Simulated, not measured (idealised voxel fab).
Process module under the name voxel transistor to metal
Shown is cross-section cut, with a width of 165 nm and square cells of size 5 nm.
Notation: cross-section as square-cell grid; stated in bands, top first, going down; one or more cell rows per band. For a band, the entry starts with two heights in nm, that of the top and then that of the bottom, and carries on with the band's materials in order from left to right, each alongside its width in nm; the word "edge to edge" beside a single material means it fills the band edge to edge, and "air" means empty space. Heads up on the height convention: 0 is the point under which the incoming wafer is all one material, and the lowest band has no bottom, it just keeps going down, like "0..down". A width such as "30..40" changes by the same amount from each row of cells to the next, from the band's top row to its bottom row. "nothing got changed" for a step: no cell of the cross-section changed in that step. The entry titled "Entrapped voids" provides the empty spaces that have no open way to the top, restricted to those of 8 cells or more. Each is presented as width x height at distance, the distance being measured from the left edge, with all three in nm. Past the settings on a step's line: simulator remark, on that step. "overlay nm", when on a step's line for a step with a mask, measures how far to the right of its planned place the mask lay; a negative measure means to the left.

**Steps in the process plan**
step 1: RECEIVE,material Si
step 2: OXIDIZE,depth nm 5
step 3: CONFORMAL_DEP,material SiN,thk nm 15
step 4: DIRECTIONAL_DEP,material aC,thk nm 10
step 5: PATTERN,tone cover,mask id ACTIVE,material resist,width nm 110,thk nm 25,overlay nm 0
step 6: DIRECTIONAL_ETCH,etch materials aC,depth nm 10
step 7: STRIP,etch materials resist
step 8: DIRECTIONAL_ETCH,etch materials SiN,depth nm 15
step 9: DIRECTIONAL_ETCH,etch materials SiO2,depth nm 5
step 10: DIRECTIONAL_ETCH,etch materials Si,depth nm 25
step 11: STRIP,etch materials aC
step 12: FILL_DEP,material SiO2,thk nm 5
step 13: CMP,height nm 15
step 14: SELECTIVE_ETCH,etch materials SiO2,depth nm 10
step 15: STRIP,etch materials SiN
step 16: SELECTIVE_ETCH,etch materials SiO2,depth nm 5
step 17: OXIDIZE,depth nm 5
step 18: DIRECTIONAL_DEP,material polySi,thk nm 30
step 19: DIRECTIONAL_DEP,material SiCN,thk nm 15
step 20: MASKED_ETCH,tone cover,mask id GATE,width nm 20,etch materials SiCN,depth nm 25,overlay nm 0
step 21: MASKED_ETCH,tone cover,mask id GATE,width nm 20,etch materials polySi,depth nm 40,overlay nm 0
step 22: CONFORMAL_DEP,material SiO2,thk nm 5
step 23: DIRECTIONAL_ETCH,etch materials SiO2,depth nm 5
step 24: CONFORMAL_DEP,material SiN,thk nm 10
step 25: DIRECTIONAL_ETCH,etch materials SiN,depth nm 10
step 26: DIRECTIONAL_ETCH,etch materials SiO2,depth nm 5
step 27: EPI,material pSi,thk nm 5
step 28: FILL_DEP,material SiO2,thk nm 5
step 29: CMP,height nm 40
step 30: DIRECTIONAL_DEP,material SiO2,thk nm 15
step 31: PATTERN,tone open,mask id CONTACT,material resist,width nm 20,pitch nm 80,thk nm 20,overlay nm 0
step 32: DIRECTIONAL_ETCH,etch materials SiO2,depth nm 60
step 33: STRIP,etch materials resist
step 34: CONFORMAL_DEP,material TiN,thk nm 5
step 35: FILL_DEP,material Ru,thk nm 5
step 36: CMP,height nm 55
step 37: DIRECTIONAL_DEP,material TiN,thk nm 5
step 38: DIRECTIONAL_DEP,material W,thk nm 15
step 39: PATTERN,tone cover,mask id METAL_1,material resist,width nm 20,pitch nm 80,thk nm 20,overlay nm 0
step 40: DIRECTIONAL_ETCH,etch materials W,depth nm 15
step 41: DIRECTIONAL_ETCH,etch materials TiN,depth nm 5
step 42: STRIP,etch materials resist
step 43: FILL_DEP,material SiO2,thk nm 10
step 44: CMP,height nm 75
step 45: CONFORMAL_DEP,material SiCN,thk nm 5
step 46: DIRECTIONAL_DEP,material lowk,thk nm 30
step 47: PATTERN,tone open,mask id METAL_2_HOLES,material resist,width nm 15,pitch nm 80,thk nm 15,overlay nm 0
step 48: DIRECTIONAL_ETCH,etch materials lowk,depth nm 30
step 49: STRIP,etch materials resist
step 50: DIRECTIONAL_DEP,material aC,thk nm 10
step 51: PATTERN,tone open,mask id METAL_2,material resist,width nm 20,pitch nm 80,thk nm 30,overlay nm 0
step 52: DIRECTIONAL_ETCH,etch materials aC,depth nm 10
step 53: STRIP,etch materials resist
step 54: DIRECTIONAL_ETCH,etch materials lowk,depth nm 15
step 55: DIRECTIONAL_ETCH,etch materials SiCN,depth nm 5
step 56: STRIP,etch materials aC
step 57: CONFORMAL_DEP,material TiN,thk nm 5
step 58: FILL_DEP,material Cu,thk nm 10
step 59: CMP,height nm 110
step 60: CONFORMAL_DEP,material SiN,thk nm 5

**So this is the incoming wafer in cross-section - it's already been through step 1**
  0..down: Si edge to edge
  Entrapped voids: none

**Module complete, cross-section. Starting point and plan per above. One mistake made in running the module**
  115..110: SiN edge to edge
  110..100: lowk: 30; TiN: 5; Cu: 10; TiN: 5; lowk: 60; TiN: 5; Cu: 10; TiN: 5; lowk: 35
  100..95: lowk: 30; TiN: 5; Cu: 5; TiN: 10; lowk: 60; TiN: 5; Cu: 5; TiN: 10; lowk: 35
  95..80: lowk: 30; TiN: 5; Cu: 5; TiN: 5; lowk: 65; TiN: 5; Cu: 5; TiN: 5; lowk: 40
  80..75: SiCN: 30; TiN: 15; SiCN: 65; TiN: 15; SiCN: 40
  75..60: SiO2: 30; W: 20; SiO2: 60; W: 20; SiO2: 35
  60..55: SiO2: 30; TiN: 20; SiO2: 60; TiN: 20; SiO2: 35
  55..40: SiO2: 30; TiN: 5; Ru: 10; TiN: 5; SiO2: 60; TiN: 5; Ru: 10; TiN: 5; SiO2: 35
  40..25: SiO2: 30; TiN: 5; Ru: 10; TiN: 5; SiO2: 5; SiN: 10; SiO2: 5; SiCN: 20; SiO2: 5; SiN: 10; SiO2: 5; TiN: 5; Ru: 10; TiN: 5; SiO2: 35
  25..5: SiO2: 30; TiN: 5; Ru: 10; TiN: 5; SiO2: 5; SiN: 10; SiO2: 5; polySi: 20; SiO2: 5; SiN: 10; SiO2: 5; TiN: 5; Ru: 10; TiN: 5; SiO2: 35
  5..0: SiO2: 30; TiN: 10; Ru: 5; TiN: 5; SiO2: 5; SiN: 10; SiO2: 5; polySi: 20; SiO2: 5; SiN: 10; SiO2: 5; TiN: 5; Ru: 10; TiN: 5; SiO2: 35
  0..-5: SiO2: 25; SiN: 10; TiN: 15; SiO2: 5; SiN: 10; SiO2: 5; polySi: 20; SiO2: 5; SiN: 10; SiO2: 5; TiN: 20; SiN: 10; SiO2: 25
  -5..-10: SiO2: 35; pSi: 20; SiO2: 50; pSi: 25; SiO2: 35
  -10..-30: SiO2: 25; Si: 115; SiO2: 25
  -30..down: Si edge to edge
  Entrapped voids: none
Nonconformance to the process plan: contrary to plan, step 5 was performed as PATTERN,tone cover,mask id ACTIVE,material resist,width nm 115,thk nm 25,overlay nm 0
